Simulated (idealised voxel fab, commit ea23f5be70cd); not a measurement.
voxel gate over fins: a process module
The cross-section shown here is cut; it is 225 nm wide and divided into square cells measuring 5 nm on a side.
Throughout this document, each cross-section is represented as a grid of square cells and is presented as a sequence of bands enumerated from the top downward, where a band comprises one or more rows of cells.
Per band: top height and bottom height in nm, followed by the left-to-right materials and their widths in nm; "all across" marks a single material spanning edge to edge, "empty" marks empty space.
It should be noted that heights are counted from 0, beneath which the wafer as supplied is of one material throughout, and that the lowest band possesses no lower boundary but continues downward, as written in "0 nm and below".
Width "30 to 40": first value at the band's top row of cells, second value at its bottom row, equal change from row to row.
Where the words "all unchanged" appear for a step, the cross-section shows no cell changed by that step; every cell remained as before.
Look at "Trapped cavities" for the closed voids: empty spaces with no open path to the top, sized 8 cells or up. Each is width x height at distance, distance from the left edge, all nm.
That trailing text on a step's line, after the settings, is the simulator's own remark on the step.
The "overlay nm" setting may appear on a step's line; for a step that uses a mask, it gives how far to the right of its planned position the mask lay, and a negative value indicates the left.

**So here's the lineup of process steps we planned**
1: RECEIVE, material Si
2: CONFORMAL_DEP, material SiN, thk nm 10
3: PATTERN, tone cover, mask id FINS, material resist, width nm 15, pitch nm 45, thk nm 15, overlay nm 0
4: DIRECTIONAL_ETCH, etch materials SiN, depth nm 10
5: DIRECTIONAL_ETCH, etch materials Si, depth nm 30
6: STRIP, etch materials resist
7: OXIDIZE, depth nm 5
8: FILL_DEP, material SiO2, thk nm 5
9: CMP, height nm 10
10: SELECTIVE_ETCH, etch materials SiO2, depth nm 25
11: STRIP, etch materials SiN
12: CONFORMAL_DEP, material HfO2, thk nm 5
13: CONFORMAL_DEP, material TiN, thk nm 5
14: CONFORMAL_DEP, material TiAl, thk nm 5
15: CONFORMAL_DEP, material TiN, thk nm 5
16: FILL_DEP, material W, thk nm 10
17: CMP, height nm 25
18: CONFORMAL_DEP, material SiCN, thk nm 5

**Cross-section of the incoming wafer, state after step 1**
    0 nm and below = Si all across
    Trapped cavities: none

**Final wafer profile in cross-section after the module, from the same start and plan as above, with one mistake made during processing**
    30 nm to 25 nm = SiCN all across
    25 nm to 20 nm = W all across
    20 nm to 15 nm = W=65; TiN=90; W=70
    15 nm to 10 nm = W=65; TiN=5; TiAl=35; TiN=10; TiAl=35; TiN=5; W=70
    10 nm to 5 nm = W=65; TiN=5; TiAl=5; TiN=25; TiAl=5; TiN=10; TiAl=5; TiN=25; TiAl=5; TiN=5; W=70
    5 nm to 0 nm = TiN=70; TiAl=5; TiN=5; HfO2=15; TiN=5; TiAl=5; TiN=10; TiAl=5; TiN=5; HfO2=15; TiN=5; TiAl=5; TiN=75
    0 nm to -5 nm = TiAl=75; TiN=5; HfO2=5; Si=5; HfO2=5; TiN=5; TiAl=20; TiN=5; HfO2=5; Si=5; HfO2=5; TiN=5; TiAl=80
    -5 nm to -10 nm = TiN=80; HfO2=5; Si=5; HfO2=5; TiN=30; HfO2=5; Si=5; HfO2=5; TiN=85
    -10 nm to -15 nm = HfO2=85; Si=5; HfO2=40; Si=5; HfO2=90
    -15 nm to -65 nm = SiO2=85; Si=5; SiO2=40; Si=5; SiO2=90
    -65 nm and below = Si all across
    Trapped cavities: none
What was done differently from what was planned? step 5 of the plan was carried out twice
